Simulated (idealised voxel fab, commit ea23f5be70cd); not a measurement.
process module | voxel released beams
cross-section cut | 295 nm wide | cells 5 nm
A cross-section is a grid of square cells, given in bands from the top down. A band is one or more rows of cells.
Each band's line starts with the height of the band's top and of its bottom, in nm. Then come its materials from left to right, each with its width in nm. One material with "throughout" fills the band from edge to edge. "air" is empty space.
Height 0 is the level under which the wafer as received is all one material. The lowest band goes on downwards, as in "0 down".
A width such as "30 to 40" changes by the same amount from each row of cells to the next, from the band's top row to its bottom row.
"no change" after a step means that no cell of the cross-section changed.
closed voids: empty space of 8 cells or more with no open way to the top, each as width x height at its distance from the left edge, in nm
after a step's settings: what the simulator itself notes on the step
overlay nm, on a step with a mask: how far to the right of its planned place the mask lay; to the left if negative
plan
1 op RECEIVE | material Si
2 op CONFORMAL_DEP | material SiN | thk nm 5
3 op DIRECTIONAL_DEP | material SiO2 | thk nm 15
4 op PATTERN | tone open | mask id ANCHOR | material resist | width nm 35 | thk nm 15 | overlay nm 0
5 op DIRECTIONAL_ETCH | etch materials SiO2 | depth nm 15
6 op STRIP | etch materials resist
7 op CONFORMAL_DEP | material polySi | thk nm 15
8 op DIRECTIONAL_DEP | material aC | thk nm 15
9 op PATTERN | tone cover | mask id BEAM | material resist | width nm 110 | thk nm 35 | overlay nm 0
10 op DIRECTIONAL_ETCH | etch materials aC | depth nm 15
11 op STRIP | etch materials resist
12 op DIRECTIONAL_ETCH | etch materials polySi | depth nm 15
13 op STRIP | etch materials aC
14 op STRIP | etch materials SiO2
first wafer, as planned
as received, after step 1
  0 down: Si throughout
  closed voids: none
after step 2
  5 to 0: SiN throughout
  below 0: unchanged
after step 3
  20 to 5: SiO2 throughout
  below 5: unchanged
after step 4
  35 to 20: resist 95 | air 35 | resist 165
  below 20: unchanged
after step 5
  35 to 20: resist 95 | air 35 | resist 165
  20 to 5: SiO2 95 | air 35 | SiO2 165
  below 5: unchanged
after step 6
  20 to 5: SiO2 95 | air 35 | SiO2 165
  below 5: unchanged
after step 7
  35 to 20: polySi 110 | air 5 | polySi 180
  20 to 5: SiO2 95 | polySi 35 | SiO2 165
  below 5: unchanged
after step 8
  50 to 35: aC 110 | air 5 | aC 180
  35 to 20: polySi 110 | aC 5 | polySi 180
  below 20: unchanged
after step 9
  85 to 50: air 90 | resist 110 | air 95
  50 to 35: aC 110 | resist 5 | aC 180
  below 35: unchanged
after step 10
  70 to 50: air 90 | resist 110 | air 95
  50 to 35: air 90 | aC 20 | resist 5 | aC 85 | air 95
  below 35: unchanged
after step 11
  50 to 35: air 90 | aC 20 | air 5 | aC 85 | air 95
  below 35: unchanged
after step 12
  50 to 35: air 90 | aC 20 | air 5 | aC 85 | air 95
  35 to 20: air 90 | polySi 20 | aC 5 | polySi 85 | air 95
  below 20: unchanged
after step 13
  35 to 20: air 90 | polySi 20 | air 5 | polySi 85 | air 95
  below 20: unchanged
after step 14
  35 to 20: air 90 | polySi 20 | air 5 | polySi 85 | air 95
  20 to 5: air 95 | polySi 35 | air 165
  below 5: unchanged
second wafer: like start, like plan, one mistake. Through step 3 it matches the first wafer
when step 4 should have ended
  35 to 20: air 95 | resist 35 | air 165
  below 20: unchanged
when step 5 should have ended
  35 to 20: air 95 | resist 35 | air 165
  20 to 5: air 95 | SiO2 35 | air 165
  below 5: unchanged
when step 6 should have ended
  20 to 5: air 95 | SiO2 35 | air 165
  below 5: unchanged
when step 7 should have ended
  35 to 20: air 80 | polySi 65 | air 150
  20 to 5: polySi 95 | SiO2 35 | polySi 165
  below 5: unchanged
when step 8 should have ended
  50 to 35: air 80 | aC 65 | air 150
  35 to 20: aC 80 | polySi 65 | aC 150
  below 20: unchanged
when step 9 should have ended
  85 to 50: air 90 | resist 110 | air 95
  50 to 35: air 80 | aC 65 | resist 55 | air 95
  below 35: unchanged
when step 10 should have ended
  70 to 50: air 90 | resist 110 | air 95
  50 to 35: air 90 | aC 55 | resist 55 | air 95
  35 to 20: air 80 | polySi 65 | aC 55 | air 95
  below 20: unchanged
when step 11 should have ended
  50 to 35: air 90 | aC 55 | air 150
  below 35: unchanged
when step 12 should have ended
  50 to 35: air 90 | aC 55 | air 150
  35 to 20: air 90 | polySi 55 | aC 55 | air 95
  20 to 5: air 80 | polySi 15 | SiO2 35 | polySi 70 | air 95
  below 5: unchanged
when step 13 should have ended
  35 to 20: air 90 | polySi 55 | air 150
  below 20: unchanged
when step 14 should have ended: no change
what went wrong: step 4 ran as: op PATTERN | tone cover | mask id ANCHOR | material resist | width nm 35 | thk nm 15 | overlay nm 0
at the end the second wafer has, in cells: 21 more of SiO2
